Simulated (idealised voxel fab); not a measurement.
You're looking at the process module voxel spacer lines.
It is cross-section cut that appears here, measuring 260 nm in width, its square cells being 5 nm in size.
This document writes a cross-section as a grid whose cells are square, and gives it as bands, listed from the top down; one or more rows of cells form a band.
For a band, the entry starts with two heights in nm, that of the top and then that of the bottom, and carries on with the band's materials in order from left to right, each alongside its width in nm; the word "edge to edge" beside a single material means it fills the band edge to edge, and "air" means empty space.
Convention: height 0 is the level below which the wafer, as received, is all one material. The lowest band does not terminate at the bottom but continues downward, represented as "0 nm and below".
A width given as "30..40" starts at the first number in the band's top row and ends at the second number in its bottom row, shifting by an equal amount at every step from row to row.
"no change" for a step: no cell of the cross-section changed in that step.
"Tabulated closed voids": empty spaces of 8 cells or more with no open way to the top, each given as width x height at distance, distance from the left edge, all in nm.
On a step's line, text after the settings is the simulator commenting on that step.
overlay nm: for a step with a mask, the amount by which the mask lay right of where it was planned; a negative amount means left of it.
**Process steps foreseen in the plan**
step 1: RECEIVE | material Si
step 2: CONFORMAL_DEP | material Al2O3 | thk nm 10
step 3: DIRECTIONAL_DEP | material W | thk nm 10
step 4: DIRECTIONAL_DEP | material aC | thk nm 30
step 5: PATTERN | tone cover | mask id MANDREL | material resist | width nm 20 | pitch nm 60 | thk nm 40 | overlay nm 0
step 6: DIRECTIONAL_ETCH | etch materials aC | depth nm 30
step 7: STRIP | etch materials resist
step 8: CONFORMAL_DEP | material SiO2 | thk nm 10
step 9: DIRECTIONAL_ETCH | etch materials SiO2 | depth nm 10
step 10: STRIP | etch materials aC
step 11: DIRECTIONAL_ETCH | etch materials W | depth nm 10
step 12: STRIP | etch materials SiO2
step 13: FILL_DEP | material lowk | thk nm 5
step 14: CMP | height nm 20
**The first wafer of two, processed as planned**
**as received, after step 1**
> 0 nm and below: Si edge to edge
> Tabulated closed voids: none
**Sectional view: wafer, after step 2**
> 10 nm to 0 nm: Al2O3 edge to edge
> Below a height of 0, the structure has not been altered.
**Sectional view: wafer, after step 3**
> 20 nm to 10 nm: W edge to edge
> Below a height of 10, the structure has not been altered.
**Sectional view: wafer, after step 4**
> 50 nm to 20 nm: aC edge to edge
> Below a height of 20, the structure has not been altered.
**Sectional view: wafer, after step 5**
> 90 nm to 50 nm: 60 air; 20 resist; 40 air; 20 resist; 40 air; 20 resist; 60 air
> Below a height of 50, the structure has not been altered.
**Sectional view: wafer, after step 6**
> 60 nm to 50 nm: 60 air; 20 resist; 40 air; 20 resist; 40 air; 20 resist; 60 air
> 50 nm to 20 nm: 60 air; 20 aC; 40 air; 20 aC; 40 air; 20 aC; 60 air
> Below a height of 20, the structure has not been altered.
**Sectional view: wafer, after step 7**
> 50 nm to 20 nm: 60 air; 20 aC; 40 air; 20 aC; 40 air; 20 aC; 60 air
> Below a height of 20, the structure has not been altered.
**Sectional view: wafer, after step 8**
> 60 nm to 50 nm: 50 air; 40 SiO2; 20 air; 40 SiO2; 20 air; 40 SiO2; 50 air
> 50 nm to 30 nm: 50 air; 10 SiO2; 20 aC; 10 SiO2; 20 air; 10 SiO2; 20 aC; 10 SiO2; 20 air; 10 SiO2; 20 aC; 10 SiO2; 50 air
> 30 nm to 20 nm: 60 SiO2; 20 aC; 40 SiO2; 20 aC; 40 SiO2; 20 aC; 60 SiO2
> Below a height of 20, the structure has not been altered.
**Sectional view: wafer, after step 9**
> 50 nm to 20 nm: 50 air; 10 SiO2; 20 aC; 10 SiO2; 20 air; 10 SiO2; 20 aC; 10 SiO2; 20 air; 10 SiO2; 20 aC; 10 SiO2; 50 air
> Below a height of 20, the structure has not been altered.
**Sectional view: wafer, after step 10**
> 50 nm to 20 nm: 50 air; 10 SiO2; 20 air; 10 SiO2; 20 air; 10 SiO2; 20 air; 10 SiO2; 20 air; 10 SiO2; 20 air; 10 SiO2; 50 air
> Below a height of 20, the structure has not been altered.
**Sectional view: wafer, after step 11**
> 50 nm to 20 nm: 50 air; 10 SiO2; 20 air; 10 SiO2; 20 air; 10 SiO2; 20 air; 10 SiO2; 20 air; 10 SiO2; 20 air; 10 SiO2; 50 air
> 20 nm to 10 nm: 50 air; 10 W; 20 air; 10 W; 20 air; 10 W; 20 air; 10 W; 20 air; 10 W; 20 air; 10 W; 50 air
> Below a height of 10, the structure has not been altered.
**Sectional view: wafer, after step 12**
> 20 nm to 10 nm: 50 air; 10 W; 20 air; 10 W; 20 air; 10 W; 20 air; 10 W; 20 air; 10 W; 20 air; 10 W; 50 air
> Below a height of 10, the structure has not been altered.
**Sectional view: wafer, after step 13**
> 25 nm to 20 nm: lowk edge to edge
> 20 nm to 10 nm: 50 lowk; 10 W; 20 lowk; 10 W; 20 lowk; 10 W; 20 lowk; 10 W; 20 lowk; 10 W; 20 lowk; 10 W; 50 lowk
> Below a height of 10, the structure has not been altered.
**Sectional view: wafer, after step 14**
> 20 nm to 10 nm: 50 lowk; 10 W; 20 lowk; 10 W; 20 lowk; 10 W; 20 lowk; 10 W; 20 lowk; 10 W; 20 lowk; 10 W; 50 lowk
> Below a height of 10, the structure has not been altered.
**Second wafer - shared start and plan with the first - one error in running - same as the first up to step 2 inclusive**
**Second wafer profile in section, at the moment step 3 of the plan was meant to be complete**
> 40 nm to 10 nm: aC edge to edge
> Below a height of 10, the structure has not been altered.
**Second wafer profile in section, at the moment step 4 of the plan was meant to be complete**
> 50 nm to 40 nm: W edge to edge
> Below a height of 40, the structure has not been altered.
**Second wafer profile in section, at the moment step 5 of the plan was meant to be complete**
> 90 nm to 50 nm: 60 air; 20 resist; 40 air; 20 resist; 40 air; 20 resist; 60 air
> Below a height of 50, the structure has not been altered.
**Second wafer profile in section, at the moment step 6 of the plan was meant to be complete**
> 60 nm to 50 nm: 60 air; 20 resist; 40 air; 20 resist; 40 air; 20 resist; 60 air
> Below a height of 50, the structure has not been altered.
**Second wafer profile in section, at the moment step 7 of the plan was meant to be complete**
> 50 nm to 40 nm: W edge to edge
> Below a height of 40, the structure has not been altered.
**Second wafer profile in section, at the moment step 8 of the plan was meant to be complete**
> 60 nm to 50 nm: SiO2 edge to edge
> Below a height of 50, the structure has not been altered.
**Second wafer profile in section, at the moment step 9 of the plan was meant to be complete**
> 50 nm to 40 nm: W edge to edge
> Below a height of 40, the structure has not been altered.
Second wafer profile in section, at the moment step 10 of the plan was meant to be complete: no change
**Second wafer profile in section, at the moment step 11 of the plan was meant to be complete**
> 40 nm to 10 nm: aC edge to edge
> Below a height of 10, the structure has not been altered.
Second wafer profile in section, at the moment step 12 of the plan was meant to be complete: no change
**Second wafer profile in section, at the moment step 13 of the plan was meant to be complete**
> 45 nm to 40 nm: lowk edge to edge
> Below a height of 40, the structure has not been altered.
**Second wafer profile in section, at the moment step 14 of the plan was meant to be complete**
> 20 nm to 10 nm: aC edge to edge
> Below a height of 10, the structure has not been altered.
What was done differently from what was planned? the executed order of steps 3 and 4 is the reverse of that specified in the plan, each step having taken the other's position
Upon completion, the second wafer contains, in terms of cells, a greater or smaller amount of certain materials than the first wafer: -24 W, +104 aC, -80 lowk
